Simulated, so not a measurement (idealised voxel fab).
Process module under the name voxel double patterning
The cross-section shown here is cut; it is 270 nm wide and divided into square cells measuring 5 nm on a side.
Bands, listed from the top down, are how a cross-section gets written in this document; the cross-section itself is a grid of square cells, and a band is one or more rows of them.
It is stipulated that each band's entry specify, in nanometres, the height of the top of the band and then that of its bottom, followed by the materials of the band in left-to-right sequence, each together with its width in nanometres. A single material marked by the word "edge to edge" is understood to fill the band from edge to edge; the word "air" is understood to denote empty space.
Below 0: as-received wafer, all one material; heights counted from there. Lowest band: no bottom, goes on down, written "0 and below".
With a width like "30..40", each row of cells in the band differs from the next by the same amount, the top row carrying the first number and the bottom row the second.
It should be understood that the words "left unchanged", when stated for a given step, signify that the cross-section underwent no change in any of its cells during that step.
Each empty space that has no open way to the top and spans at least 8 cells appears under "Closed void inventory" as width x height at distance, the distance counted from the left edge, all in nm.
On each step's line, the part that comes after the settings is the simulator's own comment on the step.
overlay nm: mask right of planned place by this much (step with mask). Neg. = left.

STEPS PLANNED FOR THE PROCESS
1: RECEIVE,material Si
2: CONFORMAL_DEP,material SiN,thk nm 5
3: DIRECTIONAL_DEP,material SiO2,thk nm 15
4: DIRECTIONAL_DEP,material SiCN,thk nm 5
5: PATTERN,tone open,mask id FIRST,material resist,width nm 15,pitch nm 50,thk nm 20,overlay nm 0
6: DIRECTIONAL_ETCH,etch materials SiCN,depth nm 5
7: STRIP,etch materials resist
8: PATTERN,tone open,mask id SECOND,material resist,width nm 15,thk nm 20,overlay nm 0
9: DIRECTIONAL_ETCH,etch materials SiCN,depth nm 5
10: STRIP,etch materials resist
11: DIRECTIONAL_ETCH,etch materials SiO2,depth nm 15
12: STRIP,etch materials SiCN

FIRST OF TWO WAFERS, WITH THE RUN CARRIED OUT AS PLANNED

SHOWN IN CROSS-SECTION IS THE WAFER AS RECEIVED, THAT IS, AS IT STANDS AFTER STEP 1
> 0 and below = Si edge to edge
> Closed void inventory: none

CROSS-SECTION THROUGH THE WAFER, STEP 2 FINISHED
> 5 down to 0 = SiN edge to edge
> Note: structure below 0 unchanged.

CROSS-SECTION THROUGH THE WAFER, STEP 3 FINISHED
> 20 down to 5 = SiO2 edge to edge
> Note: structure below 5 unchanged.

CROSS-SECTION THROUGH THE WAFER, STEP 4 FINISHED
> 25 down to 20 = SiCN edge to edge
> Note: structure below 20 unchanged.

CROSS-SECTION THROUGH THE WAFER, STEP 5 FINISHED
> 45 down to 25 = 100 nm resist  15 nm air  35 nm resist  15 nm air  105 nm resist
> Note: structure below 25 unchanged.

CROSS-SECTION THROUGH THE WAFER, STEP 6 FINISHED
> 45 down to 25 = 100 nm resist  15 nm air  35 nm resist  15 nm air  105 nm resist
> 25 down to 20 = 100 nm SiCN  15 nm air  35 nm SiCN  15 nm air  105 nm SiCN
> Note: structure below 20 unchanged.

CROSS-SECTION THROUGH THE WAFER, STEP 7 FINISHED
> 25 down to 20 = 100 nm SiCN  15 nm air  35 nm SiCN  15 nm air  105 nm SiCN
> Note: structure below 20 unchanged.

CROSS-SECTION THROUGH THE WAFER, STEP 8 FINISHED
> 45 down to 25 = 125 nm resist  15 nm air  130 nm resist
> 25 down to 20 = 100 nm SiCN  15 nm resist  35 nm SiCN  15 nm resist  105 nm SiCN
> Note: structure below 20 unchanged.

CROSS-SECTION THROUGH THE WAFER, STEP 9 FINISHED
> 45 down to 25 = 125 nm resist  15 nm air  130 nm resist
> 25 down to 20 = 100 nm SiCN  15 nm resist  10 nm SiCN  15 nm air  10 nm SiCN  15 nm resist  105 nm SiCN
> Note: structure below 20 unchanged.

CROSS-SECTION THROUGH THE WAFER, STEP 10 FINISHED
> 25 down to 20 = 100 nm SiCN  15 nm air  10 nm SiCN  15 nm air  10 nm SiCN  15 nm air  105 nm SiCN
> Note: structure below 20 unchanged.

CROSS-SECTION THROUGH THE WAFER, STEP 11 FINISHED
> 25 down to 20 = 100 nm SiCN  15 nm air  10 nm SiCN  15 nm air  10 nm SiCN  15 nm air  105 nm SiCN
> 20 down to 5 = 100 nm SiO2  15 nm air  10 nm SiO2  15 nm air  10 nm SiO2  15 nm air  105 nm SiO2
> Note: structure below 5 unchanged.

CROSS-SECTION THROUGH THE WAFER, STEP 12 FINISHED
> 20 down to 5 = 100 nm SiO2  15 nm air  10 nm SiO2  15 nm air  10 nm SiO2  15 nm air  105 nm SiO2
> Note: structure below 5 unchanged.

SECOND WAFER - SHARED START AND PLAN WITH THE FIRST - ONE ERROR IN RUNNING - SAME AS THE FIRST UP TO STEP 1 INCLUSIVE

SECOND WAFER CROSS-SECTION, TAKEN AS OF THE TIME THE PLAN SETS FOR STEP 2 TO BE DONE
> 15 down to 0 = SiO2 edge to edge
> Note: structure below 0 unchanged.

SECOND WAFER CROSS-SECTION, TAKEN AS OF THE TIME THE PLAN SETS FOR STEP 3 TO BE DONE
> 20 down to 15 = SiN edge to edge
> Note: structure below 15 unchanged.

SECOND WAFER CROSS-SECTION, TAKEN AS OF THE TIME THE PLAN SETS FOR STEP 4 TO BE DONE
> 25 down to 20 = SiCN edge to edge
> Note: structure below 20 unchanged.

SECOND WAFER CROSS-SECTION, TAKEN AS OF THE TIME THE PLAN SETS FOR STEP 5 TO BE DONE
> 45 down to 25 = 100 nm resist  15 nm air  35 nm resist  15 nm air  105 nm resist
> Note: structure below 25 unchanged.

SECOND WAFER CROSS-SECTION, TAKEN AS OF THE TIME THE PLAN SETS FOR STEP 6 TO BE DONE
> 45 down to 25 = 100 nm resist  15 nm air  35 nm resist  15 nm air  105 nm resist
> 25 down to 20 = 100 nm SiCN  15 nm air  35 nm SiCN  15 nm air  105 nm SiCN
> Note: structure below 20 unchanged.

SECOND WAFER CROSS-SECTION, TAKEN AS OF THE TIME THE PLAN SETS FOR STEP 7 TO BE DONE
> 25 down to 20 = 100 nm SiCN  15 nm air  35 nm SiCN  15 nm air  105 nm SiCN
> Note: structure below 20 unchanged.

SECOND WAFER CROSS-SECTION, TAKEN AS OF THE TIME THE PLAN SETS FOR STEP 8 TO BE DONE
> 45 down to 25 = 125 nm resist  15 nm air  130 nm resist
> 25 down to 20 = 100 nm SiCN  15 nm resist  35 nm SiCN  15 nm resist  105 nm SiCN
> Note: structure below 20 unchanged.

SECOND WAFER CROSS-SECTION, TAKEN AS OF THE TIME THE PLAN SETS FOR STEP 9 TO BE DONE
> 45 down to 25 = 125 nm resist  15 nm air  130 nm resist
> 25 down to 20 = 100 nm SiCN  15 nm resist  10 nm SiCN  15 nm air  10 nm SiCN  15 nm resist  105 nm SiCN
> Note: structure below 20 unchanged.

SECOND WAFER CROSS-SECTION, TAKEN AS OF THE TIME THE PLAN SETS FOR STEP 10 TO BE DONE
> 25 down to 20 = 100 nm SiCN  15 nm air  10 nm SiCN  15 nm air  10 nm SiCN  15 nm air  105 nm SiCN
> Note: structure below 20 unchanged.

Second wafer cross-section, taken as of the time the plan sets for step 11 to be done: left unchanged

SECOND WAFER CROSS-SECTION, TAKEN AS OF THE TIME THE PLAN SETS FOR STEP 12 TO BE DONE
> 20 down to 15 = SiN edge to edge
> Note: structure below 15 unchanged.
Processing error: step 2 ran in the slot meant for step 3, and vice versa
End of process, cell counts, second wafer against first, materials with more or fewer: +27 SiO2
